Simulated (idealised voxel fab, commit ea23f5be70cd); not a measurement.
process module | voxel tone inversion
We display cut, a cross-section 260 nm in width whose square cells are each 5 nm.
Format of a cross-section: grid, square cells. Given as bands. Order: top down. Band: one or more rows of cells. Within each band entry, the heights of the top and of the bottom of the band appear first, in that order and in nm; the materials of the band then follow from left to right, each with its corresponding width in nm. The designation "throughout" on a single material indicates that it fills the band from edge to edge; the designation "air" indicates empty space. Height reference: 0 = level under which incoming wafer is all one material. Lowest band: no bottom, runs on downward, e.g. "top 0, no bottom". Graded width ("30..40"): value in top row of band = first number; value in bottom row = second number; row-to-row change constant. "stayed the same", as given for a step, is the statement that not any cell of the cross-section underwent a change during that step. The entry "Sealed void inventory" lists the empty spaces that cover at least 8 cells and have no open path to the top. Each is written as width x height at distance, where the distance is measured from the left edge and all three values are in nm. If you see something after the settings on a step's line, that's the simulator's own remark about that step. "overlay nm" denotes, for a step that has a mask, the displacement of the mask to the right of its planned place, with negative values corresponding to the left. Read each pair as before and after one process step. The after cross-section shows only down to the lowest band that changed. The step between them and its settings are given below the pair. Pairs can come from different runs of this module on the same starting wafer. A pair continues from the pair above only where its "Before-step section" entry says so.

Before-step section
  top 0, no bottom | Si throughout
  Sealed void inventory: none

Section, Post-Step
  top 10, bottom 0 | SiN throughout
  Beneath the level 0, the cross-section is identical to its previous state.
  Sealed void inventory: none
Which step turns the before cross-section above into the after cross-section? CONFORMAL_DEP,material SiN,thk nm 10

Before-step section: starting point is the after cross-section of the pair just above.

Section, Post-Step
  top 35, bottom 10 | aC throughout
  Beneath the level 10, the cross-section is identical to its previous state.
  Sealed void inventory: none
Which step turns the before cross-section above into the after cross-section? DIRECTIONAL_DEP,material aC,thk nm 25

Before-step section: starting point is the after cross-section of the pair just above.

Section, Post-Step
  top 65, bottom 35 | air 65 nm / resist 25 nm / air 25 nm / resist 25 nm / air 25 nm / resist 25 nm / air 70 nm
  Beneath the level 35, the cross-section is identical to its previous state.
  Sealed void inventory: none
Which step turns the before cross-section above into the after cross-section? PATTERN,tone cover,mask id POSTS,material resist,width nm 25,pitch nm 50,thk nm 30,overlay nm 0

Before-step section: starting point is the after cross-section of the pair just above.

Section, Post-Step
  top 40, bottom 35 | air 65 nm / resist 25 nm / air 25 nm / resist 25 nm / air 25 nm / resist 25 nm / air 70 nm
  top 35, bottom 10 | air 65 nm / aC 25 nm / air 25 nm / aC 25 nm / air 25 nm / aC 25 nm / air 70 nm
  Beneath the level 10, the cross-section is identical to its previous state.
  Sealed void inventory: none
Which step turns the before cross-section above into the after cross-section? DIRECTIONAL_ETCH,etch materials aC,depth nm 25

Before-step section: starting point is the after cross-section of the pair just above.

Section, Post-Step
  top 35, bottom 10 | air 65 nm / aC 25 nm / air 25 nm / aC 25 nm / air 25 nm / aC 25 nm / air 70 nm
  Beneath the level 10, the cross-section is identical to its previous state.
  Sealed void inventory: none
Which step turns the before cross-section above into the after cross-section? STRIP,etch materials resist

Before-step section: starting point is the after cross-section of the pair just above.

Section, Post-Step
  top 40, bottom 35 | SiO2 throughout
  top 35, bottom 10 | SiO2 65 nm / aC 25 nm / SiO2 25 nm / aC 25 nm / SiO2 25 nm / aC 25 nm / SiO2 70 nm
  Beneath the level 10, the cross-section is identical to its previous state.
  Sealed void inventory: none
Which step turns the before cross-section above into the after cross-section? FILL_DEP,material SiO2,thk nm 5

Before-step section: starting point is the after cross-section of the pair just above.

Section, Post-Step
  top 35, bottom 10 | SiO2 65 nm / aC 25 nm / SiO2 25 nm / aC 25 nm / SiO2 25 nm / aC 25 nm / SiO2 70 nm
  Beneath the level 10, the cross-section is identical to its previous state.
  Sealed void inventory: none
Which step turns the before cross-section above into the after cross-section? CMP,height nm 35

Before-step section: starting point is the after cross-section of the pair just above.

Section, Post-Step
  top 35, bottom 10 | SiO2 65 nm / air 25 nm / SiO2 25 nm / air 25 nm / SiO2 25 nm / air 25 nm / SiO2 70 nm
  Beneath the level 10, the cross-section is identical to its previous state.
  Sealed void inventory: none
Which step turns the before cross-section above into the after cross-section? STRIP,etch materials aC

Before-step section
  top 40, bottom 35 | SiO2 throughout
  top 35, bottom 10 | SiO2 65 nm / aC 25 nm / SiO2 25 nm / aC 25 nm / SiO2 25 nm / aC 25 nm / SiO2 70 nm
  top 10, bottom 0 | SiN throughout
  top 0, no bottom | Si throughout
  Sealed void inventory: none

Section, Post-Step
  top 45, bottom 35 | SiO2 throughout
  Beneath the level 35, the cross-section is identical to its previous state.
  Sealed void inventory: none
Which step turns the before cross-section above into the after cross-section? FILL_DEP,material SiO2,thk nm 5

Before-step section: starting point is the after cross-section of the pair just above.

Section, Post-Step
  top 35, bottom 10 | SiO2 65 nm / aC 25 nm / SiO2 25 nm / aC 25 nm / SiO2 25 nm / aC 25 nm / SiO2 70 nm
  Beneath the level 10, the cross-section is identical to its previous state.
  Sealed void inventory: none
Which step turns the before cross-section above into the after cross-section? CMP,height nm 35

Before-step section
  top 0, no bottom | Si throughout
  Sealed void inventory: none

Section, Post-Step
  top 25, bottom 0 | aC throughout
  Beneath the level 0, the cross-section is identical to its previous state.
  Sealed void inventory: none
Which step turns the before cross-section above into the after cross-section? DIRECTIONAL_DEP,material aC,thk nm 25

Before-step section: starting point is the after cross-section of the pair just above.

Section, Post-Step
  top 35, bottom 25 | SiN throughout
  Beneath the level 25, the cross-section is identical to its previous state.
  Sealed void inventory: none
Which step turns the before cross-section above into the after cross-section? CONFORMAL_DEP,material SiN,thk nm 10

Before-step section: starting point is the after cross-section of the pair just above.

Section, Post-Step
  top 65, bottom 35 | air 65 nm / resist 25 nm / air 25 nm / resist 25 nm / air 25 nm / resist 25 nm / air 70 nm
  Beneath the level 35, the cross-section is identical to its previous state.
  Sealed void inventory: none
Which step turns the before cross-section above into the after cross-section? PATTERN,tone cover,mask id POSTS,material resist,width nm 25,pitch nm 50,thk nm 30,overlay nm 0

Before-step section: starting point is the after cross-section of the pair just above.

Section, Post-Step
  top 40, bottom 35 | air 65 nm / resist 25 nm / air 25 nm / resist 25 nm / air 25 nm / resist 25 nm / air 70 nm
  Beneath the level 35, the cross-section is identical to its previous state.
  Sealed void inventory: none
Which step turns the before cross-section above into the after cross-section? DIRECTIONAL_ETCH,etch materials aC,depth nm 25

Before-step section: starting point is the after cross-section of the pair just above.

Section, Post-Step
  top 35, bottom 25 | SiN throughout
  Beneath the level 25, the cross-section is identical to its previous state.
  Sealed void inventory: none
Which step turns the before cross-section above into the after cross-section? STRIP,etch materials resist

Before-step section: starting point is the after cross-section of the pair just above.

Section, Post-Step
  top 40, bottom 35 | SiO2 throughout
  Beneath the level 35, the cross-section is identical to its previous state.
  Sealed void inventory: none
Which step turns the before cross-section above into the after cross-section? FILL_DEP,material SiO2,thk nm 5

Before-step section: starting point is the after cross-section of the pair just above.

Section, Post-Step
  top 35, bottom 25 | SiN throughout
  Beneath the level 25, the cross-section is identical to its previous state.
  Sealed void inventory: none
Which step turns the before cross-section above into the after cross-section? CMP,height nm 35

Before-step section
  top 40, bottom 35 | SiO2 throughout
  top 35, bottom 10 | SiO2 65 nm / aC 25 nm / SiO2 25 nm / aC 25 nm / SiO2 25 nm / aC 25 nm / SiO2 70 nm
  top 10, bottom 0 | SiN throughout
  top 0, no bottom | Si throughout
  Sealed void inventory: none

Section, Post-Step
  top 30, bottom 10 | SiO2 65 nm / aC 25 nm / SiO2 25 nm / aC 25 nm / SiO2 25 nm / aC 25 nm / SiO2 70 nm
  Beneath the level 10, the cross-section is identical to its previous state.
  Sealed void inventory: none
Which step turns the before cross-section above into the after cross-section? CMP,height nm 30

Before-step section: starting point is the after cross-section of the pair just above.

Section, Post-Step
  top 30, bottom 10 | SiO2 65 nm / air 25 nm / SiO2 25 nm / air 25 nm / SiO2 25 nm / air 25 nm / SiO2 70 nm
  Beneath the level 10, the cross-section is identical to its previous state.
  Sealed void inventory: none
Which step turns the before cross-section above into the after cross-section? STRIP,etch materials aC

Before-step section
  top 35, bottom 10 | aC throughout
  top 10, bottom 0 | SiN throughout
  top 0, no bottom | Si throughout
  Sealed void inventory: none

Section, Post-Step
  top 65, bottom 35 | air 70 nm / resist 15 nm / air 35 nm / resist 15 nm / air 35 nm / resist 15 nm / air 75 nm
  Beneath the level 35, the cross-section is identical to its previous state.
  Sealed void inventory: none
Which step turns the before cross-section above into the after cross-section? PATTERN,tone cover,mask id POSTS,material resist,width nm 15,pitch nm 50,thk nm 30,overlay nm 0

Before-step section: starting point is the after cross-section of the pair just above.

Section, Post-Step
  top 40, bottom 35 | air 70 nm / resist 15 nm / air 35 nm / resist 15 nm / air 35 nm / resist 15 nm / air 75 nm
  top 35, bottom 10 | air 70 nm / aC 15 nm / air 35 nm / aC 15 nm / air 35 nm / aC 15 nm / air 75 nm
  Beneath the level 10, the cross-section is identical to its previous state.
  Sealed void inventory: none
Which step turns the before cross-section above into the after cross-section? DIRECTIONAL_ETCH,etch materials aC,depth nm 25

Before-step section: starting point is the after cross-section of the pair just above.

Section, Post-Step
  top 35, bottom 10 | air 70 nm / aC 15 nm / air 35 nm / aC 15 nm / air 35 nm / aC 15 nm / air 75 nm
  Beneath the level 10, the cross-section is identical to its previous state.
  Sealed void inventory: none
Which step turns the before cross-section above into the after cross-section? STRIP,etch materials resist

Before-step section: starting point is the after cross-section of the pair just above.

Section, Post-Step
  top 40, bottom 35 | SiO2 throughout
  top 35, bottom 10 | SiO2 70 nm / aC 15 nm / SiO2 35 nm / aC 15 nm / SiO2 35 nm / aC 15 nm / SiO2 75 nm
  Beneath the level 10, the cross-section is identical to its previous state.
  Sealed void inventory: none
Which step turns the before cross-section above into the after cross-section? FILL_DEP,material SiO2,thk nm 5

Before-step section: starting point is the after cross-section of the pair just above.

Section, Post-Step
  top 35, bottom 10 | SiO2 70 nm / aC 15 nm / SiO2 35 nm / aC 15 nm / SiO2 35 nm / aC 15 nm / SiO2 75 nm
  Beneath the level 10, the cross-section is identical to its previous state.
  Sealed void inventory: none
Which step turns the before cross-section above into the after cross-section? CMP,height nm 35

Before-step section: starting point is the after cross-section of the pair just above.

Section, Post-Step
  top 35, bottom 10 | SiO2 70 nm / air 15 nm / SiO2 35 nm / air 15 nm / SiO2 35 nm / air 15 nm / SiO2 75 nm
  Beneath the level 10, the cross-section is identical to its previous state.
  Sealed void inventory: none
Which step turns the before cross-section above into the after cross-section? STRIP,etch materials aC

Before-step section
  top 35, bottom 10 | aC throughout
  top 10, bottom 0 | SiN throughout
  top 0, no bottom | Si throughout
  Sealed void inventory: none

Section, Post-Step
  top 65, bottom 35 | air 60 nm / resist 25 nm / air 25 nm / resist 25 nm / air 25 nm / resist 25 nm / air 75 nm
  Beneath the level 35, the cross-section is identical to its previous state.
  Sealed void inventory: none
Which step turns the before cross-section above into the after cross-section? PATTERN,tone cover,mask id POSTS,material resist,width nm 25,pitch nm 50,thk nm 30,overlay nm -5

Before-step section: starting point is the after cross-section of the pair just above.

Section, Post-Step
  top 40, bottom 35 | air 60 nm / resist 25 nm / air 25 nm / resist 25 nm / air 25 nm / resist 25 nm / air 75 nm
  top 35, bottom 10 | air 60 nm / aC 25 nm / air 25 nm / aC 25 nm / air 25 nm / aC 25 nm / air 75 nm
  Beneath the level 10, the cross-section is identical to its previous state.
  Sealed void inventory: none
Which step turns the before cross-section above into the after cross-section? DIRECTIONAL_ETCH,etch materials aC,depth nm 25

Before-step section: starting point is the after cross-section of the pair just above.

Section, Post-Step
  top 35, bottom 10 | air 60 nm / aC 25 nm / air 25 nm / aC 25 nm / air 25 nm / aC 25 nm / air 75 nm
  Beneath the level 10, the cross-section is identical to its previous state.
  Sealed void inventory: none
Which step turns the before cross-section above into the after cross-section? STRIP,etch materials resist

Before-step section: starting point is the after cross-section of the pair just above.

Section, Post-Step
  top 40, bottom 35 | SiO2 throughout
  top 35, bottom 10 | SiO2 60 nm / aC 25 nm / SiO2 25 nm / aC 25 nm / SiO2 25 nm / aC 25 nm / SiO2 75 nm
  Beneath the level 10, the cross-section is identical to its previous state.
  Sealed void inventory: none
Which step turns the before cross-section above into the after cross-section? FILL_DEP,material SiO2,thk nm 5

Before-step section: starting point is the after cross-section of the pair just above.

Section, Post-Step
  top 35, bottom 10 | SiO2 60 nm / aC 25 nm / SiO2 25 nm / aC 25 nm / SiO2 25 nm / aC 25 nm / SiO2 75 nm
  Beneath the level 10, the cross-section is identical to its previous state.
  Sealed void inventory: none
Which step turns the before cross-section above into the after cross-section? CMP,height nm 35

Before-step section: starting point is the after cross-section of the pair just above.

Section, Post-Step
  top 35, bottom 10 | SiO2 60 nm / air 25 nm / SiO2 25 nm / air 25 nm / SiO2 25 nm / air 25 nm / SiO2 75 nm
  Beneath the level 10, the cross-section is identical to its previous state.
  Sealed void inventory: none
Which step turns the before cross-section above into the after cross-section? STRIP,etch materials aC

Before-step section
  top 35, bottom 10 | air 65 nm / aC 25 nm / air 25 nm / aC 25 nm / air 25 nm / aC 25 nm / air 70 nm
  top 10, bottom 0 | SiN throughout
  top 0, no bottom | Si throughout
  Sealed void inventory: none

Section, Post-Step
  top 40, bottom 35 | SiN throughout
  top 35, bottom 10 | SiN 65 nm / aC 25 nm / SiN 25 nm / aC 25 nm / SiN 25 nm / aC 25 nm / SiN 70 nm
  Beneath the level 10, the cross-section is identical to its previous state.
  Sealed void inventory: none
Which step turns the before cross-section above into the after cross-section? FILL_DEP,material SiN,thk nm 5

Before-step section: starting point is the after cross-section of the pair just above.

Section, Post-Step
  top 35, bottom 10 | SiN 65 nm / aC 25 nm / SiN 25 nm / aC 25 nm / SiN 25 nm / aC 25 nm / SiN 70 nm
  Beneath the level 10, the cross-section is identical to its previous state.
  Sealed void inventory: none
Which step turns the before cross-section above into the after cross-section? CMP,height nm 35

Before-step section: starting point is the after cross-section of the pair just above.

Section, Post-Step
  top 35, bottom 10 | SiN 65 nm / air 25 nm / SiN 25 nm / air 25 nm / SiN 25 nm / air 25 nm / SiN 70 nm
  Beneath the level 10, the cross-section is identical to its previous state.
  Sealed void inventory: none
Which step turns the before cross-section above into the after cross-section? STRIP,etch materials aC

Before-step section
  top 35, bottom 10 | aC throughout
  top 10, bottom 0 | SiN throughout
  top 0, no bottom | Si throughout
  Sealed void inventory: none

Section, Post-Step
  top 65, bottom 35 | resist 65 nm / air 25 nm / resist 25 nm / air 25 nm / resist 25 nm / air 25 nm / resist 70 nm
  Beneath the level 35, the cross-section is identical to its previous state.
  Sealed void inventory: none
Which step turns the before cross-section above into the after cross-section? PATTERN,tone open,mask id POSTS,material resist,width nm 25,pitch nm 50,thk nm 30,overlay nm 0

Before-step section: starting point is the after cross-section of the pair just above.

Section, Post-Step
  top 40, bottom 35 | resist 65 nm / air 25 nm / resist 25 nm / air 25 nm / resist 25 nm / air 25 nm / resist 70 nm
  top 35, bottom 10 | aC 65 nm / air 25 nm / aC 25 nm / air 25 nm / aC 25 nm / air 25 nm / aC 70 nm
  Beneath the level 10, the cross-section is identical to its previous state.
  Sealed void inventory: none
Which step turns the before cross-section above into the after cross-section? DIRECTIONAL_ETCH,etch materials aC,depth nm 25

Before-step section: starting point is the after cross-section of the pair just above.

Section, Post-Step
  top 35, bottom 10 | aC 65 nm / air 25 nm / aC 25 nm / air 25 nm / aC 25 nm / air 25 nm / aC 70 nm
  Beneath the level 10, the cross-section is identical to its previous state.
  Sealed void inventory: none
Which step turns the before cross-section above into the after cross-section? STRIP,etch materials resist

Before-step section: starting point is the after cross-section of the pair just above.

Section, Post-Step
  top 40, bottom 35 | SiO2 throughout
  top 35, bottom 10 | aC 65 nm / SiO2 25 nm / aC 25 nm / SiO2 25 nm / aC 25 nm / SiO2 25 nm / aC 70 nm
  Beneath the level 10, the cross-section is identical to its previous state.
  Sealed void inventory: none
Which step turns the before cross-section above into the after cross-section? FILL_DEP,material SiO2,thk nm 5

Before-step section: starting point is the after cross-section of the pair just above.

Section, Post-Step
  top 35, bottom 10 | aC 65 nm / SiO2 25 nm / aC 25 nm / SiO2 25 nm / aC 25 nm / SiO2 25 nm / aC 70 nm
  Beneath the level 10, the cross-section is identical to its previous state.
  Sealed void inventory: none
Which step turns the before cross-section above into the after cross-section? CMP,height nm 35

Before-step section: starting point is the after cross-section of the pair just above.

Section, Post-Step
  top 35, bottom 10 | air 65 nm / SiO2 25 nm / air 25 nm / SiO2 25 nm / air 25 nm / SiO2 25 nm / air 70 nm
  Beneath the level 10, the cross-section is identical to its previous state.
  Sealed void inventory: none
Which step turns the before cross-section above into the after cross-section? STRIP,etch materials aC
